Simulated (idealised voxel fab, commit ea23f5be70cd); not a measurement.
This is a process module. Its name is voxel double patterning.
We display cut, a cross-section 245 nm in width whose square cells are each 5 nm.
Bands, listed from the top down, are how a cross-section gets written in this document; the cross-section itself is a grid of square cells, and a band is one or more rows of them. Band: top height; bottom height; in nm. Then, left to right: material with width in nm, for each material. "everywhere": a single material spanning edge to edge. "blank": empty space. Heights from 0 (as-received wafer is one material below). Bottom band endless downward, as "0 -> down". Think of "30->40" as a width that walks from the first number to the second as you go down the band, top row to bottom row, taking equal-sized steps from row to row. Take "remains unaltered" at face value: in the step it is given for, the cross-section changed in none of its cells. Closed-off voids of 8+ cells (no open route to the top) go in "Enclosed internal voids", written width x height at distance from the left edge, in nm. Where a step's line continues beyond its settings, the continuation is a remark by the simulator itself on that step. What "overlay nm" on a step's line means: if the step has a mask, that mask lay this far to the right of its planned place, or, when the value is negative, to the left.

## The planned process steps are enumerated hereunder
1,RECEIVE, material Si
2,CONFORMAL_DEP, material SiN, thk nm 10
3,DIRECTIONAL_DEP, material SiO2, thk nm 15
4,DIRECTIONAL_DEP, material SiCN, thk nm 10
5,MASKED_ETCH, tone open, mask id FIRST, width nm 15, pitch nm 50, etch materials SiCN, depth nm 10, overlay nm 0
6,DIRECTIONAL_DEP, material aC, thk nm 10
7,PATTERN, tone open, mask id SECOND, material resist, width nm 15, pitch nm 50, thk nm 30, overlay nm 0
8,DIRECTIONAL_ETCH, etch materials aC, depth nm 10
9,STRIP, etch materials resist
10,DIRECTIONAL_ETCH, etch materials SiCN, depth nm 10
11,STRIP, etch materials aC
12,DIRECTIONAL_ETCH, etch materials SiO2, depth nm 15
13,STRIP, etch materials SiCN

## Below: the first of two wafers, run as planned

## Cross-section of the incoming wafer, state after step 1
  0 -> down = Si everywhere
  Enclosed internal voids: none

## Cross-section of the wafer subsequent to step 2
  10 -> 0 = SiN everywhere
  Below a height of 0, the structure has not been altered.

## Cross-section of the wafer subsequent to step 3
  25 -> 10 = SiO2 everywhere
  Below a height of 10, the structure has not been altered.

## Cross-section of the wafer subsequent to step 4
  35 -> 25 = SiCN everywhere
  Below a height of 25, the structure has not been altered.

## Cross-section of the wafer subsequent to step 5
  35 -> 25 = SiCN 65 nm, blank 15 nm, SiCN 35 nm, blank 15 nm, SiCN 35 nm, blank 15 nm, SiCN 65 nm
  Below a height of 25, the structure has not been altered.

## Cross-section of the wafer subsequent to step 6
  45 -> 35 = aC 65 nm, blank 15 nm, aC 35 nm, blank 15 nm, aC 35 nm, blank 15 nm, aC 65 nm
  35 -> 25 = SiCN 65 nm, aC 15 nm, SiCN 35 nm, aC 15 nm, SiCN 35 nm, aC 15 nm, SiCN 65 nm
  Below a height of 25, the structure has not been altered.

## Cross-section of the wafer subsequent to step 7
  75 -> 45 = resist 90 nm, blank 15 nm, resist 35 nm, blank 15 nm, resist 90 nm
  45 -> 35 = aC 65 nm, resist 15 nm, aC 35 nm, resist 15 nm, aC 35 nm, resist 15 nm, aC 65 nm
  Below a height of 35, the structure has not been altered.

## Cross-section of the wafer subsequent to step 8
  65 -> 45 = resist 90 nm, blank 15 nm, resist 35 nm, blank 15 nm, resist 90 nm
  45 -> 35 = aC 65 nm, resist 15 nm, aC 10 nm, blank 15 nm, aC 10 nm, resist 15 nm, aC 10 nm, blank 15 nm, aC 10 nm, resist 15 nm, aC 65 nm
  Below a height of 35, the structure has not been altered.

## Cross-section of the wafer subsequent to step 9
  45 -> 35 = aC 65 nm, blank 15 nm, aC 10 nm, blank 15 nm, aC 10 nm, blank 15 nm, aC 10 nm, blank 15 nm, aC 10 nm, blank 15 nm, aC 65 nm
  Below a height of 35, the structure has not been altered.

## Cross-section of the wafer subsequent to step 10
  45 -> 35 = aC 65 nm, blank 15 nm, aC 10 nm, blank 15 nm, aC 10 nm, blank 15 nm, aC 10 nm, blank 15 nm, aC 10 nm, blank 15 nm, aC 65 nm
  35 -> 25 = SiCN 65 nm, aC 15 nm, SiCN 10 nm, blank 15 nm, SiCN 10 nm, aC 15 nm, SiCN 10 nm, blank 15 nm, SiCN 10 nm, aC 15 nm, SiCN 65 nm
  Below a height of 25, the structure has not been altered.

## Cross-section of the wafer subsequent to step 11
  35 -> 25 = SiCN 65 nm, blank 15 nm, SiCN 10 nm, blank 15 nm, SiCN 10 nm, blank 15 nm, SiCN 10 nm, blank 15 nm, SiCN 10 nm, blank 15 nm, SiCN 65 nm
  Below a height of 25, the structure has not been altered.

## Cross-section of the wafer subsequent to step 12
  35 -> 25 = SiCN 65 nm, blank 15 nm, SiCN 10 nm, blank 15 nm, SiCN 10 nm, blank 15 nm, SiCN 10 nm, blank 15 nm, SiCN 10 nm, blank 15 nm, SiCN 65 nm
  25 -> 10 = SiO2 65 nm, blank 15 nm, SiO2 10 nm, blank 15 nm, SiO2 10 nm, blank 15 nm, SiO2 10 nm, blank 15 nm, SiO2 10 nm, blank 15 nm, SiO2 65 nm
  Below a height of 10, the structure has not been altered.

## Cross-section of the wafer subsequent to step 13
  25 -> 10 = SiO2 65 nm, blank 15 nm, SiO2 10 nm, blank 15 nm, SiO2 10 nm, blank 15 nm, SiO2 10 nm, blank 15 nm, SiO2 10 nm, blank 15 nm, SiO2 65 nm
  Below a height of 10, the structure has not been altered.

## Companion wafer, the second of two: same beginning, same intended sequence, one mistake in carrying it out; through step 2 inclusive it tracks the first exactly

## Cross-section: second wafer, time at which step 3 was scheduled to end
  25 -> 0 = SiN everywhere
  Below a height of 0, the structure has not been altered.

## Cross-section: second wafer, time at which step 4 was scheduled to end
  35 -> 25 = SiCN everywhere
  Below a height of 25, the structure has not been altered.

## Cross-section: second wafer, time at which step 5 was scheduled to end
  35 -> 25 = SiCN 65 nm, blank 15 nm, SiCN 35 nm, blank 15 nm, SiCN 35 nm, blank 15 nm, SiCN 65 nm
  Below a height of 25, the structure has not been altered.

## Cross-section: second wafer, time at which step 6 was scheduled to end
  45 -> 35 = aC 65 nm, blank 15 nm, aC 35 nm, blank 15 nm, aC 35 nm, blank 15 nm, aC 65 nm
  35 -> 25 = SiCN 65 nm, aC 15 nm, SiCN 35 nm, aC 15 nm, SiCN 35 nm, aC 15 nm, SiCN 65 nm
  Below a height of 25, the structure has not been altered.

## Cross-section: second wafer, time at which step 7 was scheduled to end
  75 -> 45 = resist 90 nm, blank 15 nm, resist 35 nm, blank 15 nm, resist 90 nm
  45 -> 35 = aC 65 nm, resist 15 nm, aC 35 nm, resist 15 nm, aC 35 nm, resist 15 nm, aC 65 nm
  Below a height of 35, the structure has not been altered.

## Cross-section: second wafer, time at which step 8 was scheduled to end
  65 -> 45 = resist 90 nm, blank 15 nm, resist 35 nm, blank 15 nm, resist 90 nm
  45 -> 35 = aC 65 nm, resist 15 nm, aC 10 nm, blank 15 nm, aC 10 nm, resist 15 nm, aC 10 nm, blank 15 nm, aC 10 nm, resist 15 nm, aC 65 nm
  Below a height of 35, the structure has not been altered.

## Cross-section: second wafer, time at which step 9 was scheduled to end
  45 -> 35 = aC 65 nm, blank 15 nm, aC 10 nm, blank 15 nm, aC 10 nm, blank 15 nm, aC 10 nm, blank 15 nm, aC 10 nm, blank 15 nm, aC 65 nm
  Below a height of 35, the structure has not been altered.

## Cross-section: second wafer, time at which step 10 was scheduled to end
  45 -> 35 = aC 65 nm, blank 15 nm, aC 10 nm, blank 15 nm, aC 10 nm, blank 15 nm, aC 10 nm, blank 15 nm, aC 10 nm, blank 15 nm, aC 65 nm
  35 -> 25 = SiCN 65 nm, aC 15 nm, SiCN 10 nm, blank 15 nm, SiCN 10 nm, aC 15 nm, SiCN 10 nm, blank 15 nm, SiCN 10 nm, aC 15 nm, SiCN 65 nm
  Below a height of 25, the structure has not been altered.

## Cross-section: second wafer, time at which step 11 was scheduled to end
  35 -> 25 = SiCN 65 nm, blank 15 nm, SiCN 10 nm, blank 15 nm, SiCN 10 nm, blank 15 nm, SiCN 10 nm, blank 15 nm, SiCN 10 nm, blank 15 nm, SiCN 65 nm
  Below a height of 25, the structure has not been altered.

Cross-section: second wafer, time at which step 12 was scheduled to end: remains unaltered

## Cross-section: second wafer, time at which step 13 was scheduled to end
  25 -> 0 = SiN everywhere
  Below a height of 0, the structure has not been altered.
What was the processing mistake? step 3 did not use the planned setting and instead ran as DIRECTIONAL_DEP, material SiN, thk nm 15
Upon completion, the second wafer contains, in terms of cells, a greater or smaller amount of certain materials than the first wafer: +147 SiN; -102 SiO2
